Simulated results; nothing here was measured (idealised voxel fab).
voxel quadruple lines: a process module
The figure presents cross-section cut, which has a width of 145 nm and is divided into square cells with an edge length of 5 nm.
If you're reading a cross-section in this doc, picture square cells in a grid; it comes to you as bands, top ones listed first down to the bottom, and a band can be one or more rows of cells. Within each band entry, the heights of the top and of the bottom of the band appear first, in that order and in nm; the materials of the band then follow from left to right, each with its corresponding width in nm. The designation "edge to edge" on a single material indicates that it fills the band from edge to edge; the designation "blank" indicates empty space. Ref level 0: as-received wafer is one material below here. Bottom band extends down with no lower bound ("z 0 and below"). A width given as "30 to 40" starts at the first number in the band's top row and ends at the second number in its bottom row, shifting by an equal amount at every step from row to row. Given "identical to before" for a step, no cell of the cross-section differs between before and after that step. Closed-off voids of 8+ cells (no open route to the top) go in "Listed closed voids", written width x height at distance from the left edge, in nm. On each step's line, the part that comes after the settings is the simulator's own comment on the step. You can add "overlay nm" to a step's line. For a step with a mask, it describes how far the mask lay to the right of its planned position, and a negative number describes a lay to the left.
The steps planned for the process are as follows
1 RECEIVE [material Si]
2 CONFORMAL_DEP [material SiO2] [thk nm 10]
3 DIRECTIONAL_DEP [material W] [thk nm 10]
4 DIRECTIONAL_DEP [material polySi] [thk nm 20]
5 DIRECTIONAL_DEP [material aC] [thk nm 20]
6 PATTERN [tone cover] [mask id MANDREL] [material resist] [width nm 20] [thk nm 25] [overlay nm 0]
7 DIRECTIONAL_ETCH [etch materials aC] [depth nm 20]
8 STRIP [etch materials resist]
9 CONFORMAL_DEP [material SiO2] [thk nm 10]
10 DIRECTIONAL_ETCH [etch materials SiO2] [depth nm 10]
11 STRIP [etch materials aC]
12 DIRECTIONAL_ETCH [etch materials polySi] [depth nm 20]
13 STRIP [etch materials SiO2]
14 CONFORMAL_DEP [material SiCN] [thk nm 5]
15 DIRECTIONAL_ETCH [etch materials SiCN] [depth nm 5]
16 STRIP [etch materials polySi]
17 DIRECTIONAL_ETCH [etch materials W] [depth nm 10]
18 STRIP [etch materials SiCN]
First wafer out of two, processed as planned
Shown in cross-section is the wafer as received, that is, as it stands after step 1
- z 0 and below: Si edge to edge
- Listed closed voids: none
After step 2, in cross-section
- z 10 to 0: SiO2 edge to edge
- For the remainder of the cross-section, below 0, there is no change.
After step 3, in cross-section
- z 20 to 10: W edge to edge
- For the remainder of the cross-section, below 10, there is no change.
After step 4, in cross-section
- z 40 to 20: polySi edge to edge
- For the remainder of the cross-section, below 20, there is no change.
After step 5, in cross-section
- z 60 to 40: aC edge to edge
- For the remainder of the cross-section, below 40, there is no change.
After step 6, in cross-section
- z 85 to 60: blank: 60 / resist: 20 / blank: 65
- For the remainder of the cross-section, below 60, there is no change.
After step 7, in cross-section
- z 65 to 60: blank: 60 / resist: 20 / blank: 65
- z 60 to 40: blank: 60 / aC: 20 / blank: 65
- For the remainder of the cross-section, below 40, there is no change.
After step 8, in cross-section
- z 60 to 40: blank: 60 / aC: 20 / blank: 65
- For the remainder of the cross-section, below 40, there is no change.
After step 9, in cross-section
- z 70 to 60: blank: 50 / SiO2: 40 / blank: 55
- z 60 to 50: blank: 50 / SiO2: 10 / aC: 20 / SiO2: 10 / blank: 55
- z 50 to 40: SiO2: 60 / aC: 20 / SiO2: 65
- For the remainder of the cross-section, below 40, there is no change.
After step 10, in cross-section
- z 60 to 40: blank: 50 / SiO2: 10 / aC: 20 / SiO2: 10 / blank: 55
- For the remainder of the cross-section, below 40, there is no change.
After step 11, in cross-section
- z 60 to 40: blank: 50 / SiO2: 10 / blank: 20 / SiO2: 10 / blank: 55
- For the remainder of the cross-section, below 40, there is no change.
After step 12, in cross-section
- z 60 to 40: blank: 50 / SiO2: 10 / blank: 20 / SiO2: 10 / blank: 55
- z 40 to 20: blank: 50 / polySi: 10 / blank: 20 / polySi: 10 / blank: 55
- For the remainder of the cross-section, below 20, there is no change.
After step 13, in cross-section
- z 40 to 20: blank: 50 / polySi: 10 / blank: 20 / polySi: 10 / blank: 55
- For the remainder of the cross-section, below 20, there is no change.
After step 14, in cross-section
- z 45 to 40: blank: 45 / SiCN: 20 / blank: 10 / SiCN: 20 / blank: 50
- z 40 to 25: blank: 45 / SiCN: 5 / polySi: 10 / SiCN: 5 / blank: 10 / SiCN: 5 / polySi: 10 / SiCN: 5 / blank: 50
- z 25 to 20: SiCN: 50 / polySi: 10 / SiCN: 20 / polySi: 10 / SiCN: 55
- For the remainder of the cross-section, below 20, there is no change.
After step 15, in cross-section
- z 40 to 20: blank: 45 / SiCN: 5 / polySi: 10 / SiCN: 5 / blank: 10 / SiCN: 5 / polySi: 10 / SiCN: 5 / blank: 50
- For the remainder of the cross-section, below 20, there is no change.
After step 16, in cross-section
- z 40 to 20: blank: 45 / SiCN: 5 / blank: 10 / SiCN: 5 / blank: 10 / SiCN: 5 / blank: 10 / SiCN: 5 / blank: 50
- For the remainder of the cross-section, below 20, there is no change.
After step 17, in cross-section
- z 40 to 20: blank: 45 / SiCN: 5 / blank: 10 / SiCN: 5 / blank: 10 / SiCN: 5 / blank: 10 / SiCN: 5 / blank: 50
- z 20 to 10: blank: 45 / W: 5 / blank: 10 / W: 5 / blank: 10 / W: 5 / blank: 10 / W: 5 / blank: 50
- For the remainder of the cross-section, below 10, there is no change.
After step 18, in cross-section
- z 20 to 10: blank: 45 / W: 5 / blank: 10 / W: 5 / blank: 10 / W: 5 / blank: 10 / W: 5 / blank: 50
- For the remainder of the cross-section, below 10, there is no change.
Okay, second wafer. Nothing different at the start, nothing different in the plan, just one mistake somewhere in the running. As far as step 5, counting that step, it's the first wafer all over again
Look at the second wafer in cross-section at the time step 6 ought to have finished
- z 85 to 60: resist: 60 / blank: 20 / resist: 65
- For the remainder of the cross-section, below 60, there is no change.
Look at the second wafer in cross-section at the time step 7 ought to have finished
- z 65 to 60: resist: 60 / blank: 20 / resist: 65
- z 60 to 40: aC: 60 / blank: 20 / aC: 65
- For the remainder of the cross-section, below 40, there is no change.
Look at the second wafer in cross-section at the time step 8 ought to have finished
- z 60 to 40: aC: 60 / blank: 20 / aC: 65
- For the remainder of the cross-section, below 40, there is no change.
Look at the second wafer in cross-section at the time step 9 ought to have finished
- z 70 to 60: SiO2 edge to edge
- z 60 to 40: aC: 60 / SiO2: 20 / aC: 65
- For the remainder of the cross-section, below 40, there is no change.
Look at the second wafer in cross-section at the time step 10 ought to have finished
- z 60 to 40: aC: 60 / SiO2: 20 / aC: 65
- For the remainder of the cross-section, below 40, there is no change.
Look at the second wafer in cross-section at the time step 11 ought to have finished
- z 60 to 40: blank: 60 / SiO2: 20 / blank: 65
- For the remainder of the cross-section, below 40, there is no change.
Look at the second wafer in cross-section at the time step 12 ought to have finished
- z 60 to 40: blank: 60 / SiO2: 20 / blank: 65
- z 40 to 20: blank: 60 / polySi: 20 / blank: 65
- For the remainder of the cross-section, below 20, there is no change.
Look at the second wafer in cross-section at the time step 13 ought to have finished
- z 40 to 20: blank: 60 / polySi: 20 / blank: 65
- For the remainder of the cross-section, below 20, there is no change.
Look at the second wafer in cross-section at the time step 14 ought to have finished
- z 45 to 40: blank: 55 / SiCN: 30 / blank: 60
- z 40 to 25: blank: 55 / SiCN: 5 / polySi: 20 / SiCN: 5 / blank: 60
- z 25 to 20: SiCN: 60 / polySi: 20 / SiCN: 65
- For the remainder of the cross-section, below 20, there is no change.
Look at the second wafer in cross-section at the time step 15 ought to have finished
- z 40 to 20: blank: 55 / SiCN: 5 / polySi: 20 / SiCN: 5 / blank: 60
- For the remainder of the cross-section, below 20, there is no change.
Look at the second wafer in cross-section at the time step 16 ought to have finished
- z 40 to 20: blank: 55 / SiCN: 5 / blank: 20 / SiCN: 5 / blank: 60
- For the remainder of the cross-section, below 20, there is no change.
Look at the second wafer in cross-section at the time step 17 ought to have finished
- z 40 to 20: blank: 55 / SiCN: 5 / blank: 20 / SiCN: 5 / blank: 60
- z 20 to 10: blank: 55 / W: 5 / blank: 20 / W: 5 / blank: 60
- For the remainder of the cross-section, below 10, there is no change.
Look at the second wafer in cross-section at the time step 18 ought to have finished
- z 20 to 10: blank: 55 / W: 5 / blank: 20 / W: 5 / blank: 60
- For the remainder of the cross-section, below 10, there is no change.
Finding, execution versus plan: step 6 was run on a setting that differed from the plan, and what really ran there is PATTERN [tone open] [mask id MANDREL] [material resist] [width nm 20] [thk nm 25] [overlay nm 0]
At the finish, the second wafer shows more or fewer cells for some materials than the first does: W -4
